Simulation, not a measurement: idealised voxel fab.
process module | voxel lift off
cross-section cut | 165 nm wide | cells 5 nm
A cross-section is a grid of square cells, given in bands from the top down. A band is one or more rows of cells.
Each band's line starts with the height of the band's top and of its bottom, in nm. Then come its materials from left to right, each with its width in nm. One material with "throughout" fills the band from edge to edge. "air" is empty space.
Height 0 is the level under which the wafer as received is all one material. The lowest band goes on downwards, as in "0 down".
A width such as "30 to 40" changes by the same amount from each row of cells to the next, from the band's top row to its bottom row.
"no change" after a step means that no cell of the cross-section changed.
closed voids: empty space of 8 cells or more with no open way to the top, each as width x height at its distance from the left edge, in nm
after a step's settings: what the simulator itself notes on the step
overlay nm, on a step with a mask: how far to the right of its planned place the mask lay; to the left if negative
plan
1 op RECEIVE | material Si
2 op CONFORMAL_DEP | material SiO2 | thk nm 15
3 op PATTERN | tone open | mask id LINES | material resist | width nm 30 | pitch nm 45 | thk nm 25 | overlay nm 0
4 op DIRECTIONAL_DEP | material Ru | thk nm 10
5 op STRIP | etch materials resist
6 op CONFORMAL_DEP | material SiO2 | thk nm 10
as received, after step 1
  0 down: Si throughout
  closed voids: none
a wafer at the end: this start, this plan, one mistake
  35 to 25: air 5 | SiO2 140 | air 20
  25 to 15: SiO2 15 | Ru 30 | SiO2 15 | Ru 30 | SiO2 15 | Ru 30 | SiO2 30
  15 to 0: SiO2 throughout
  0 down: Si throughout
  closed voids: none
what went wrong: step 3 ran as: op PATTERN | tone open | mask id LINES | material resist | width nm 30 | pitch nm 45 | thk nm 25 | overlay nm -5
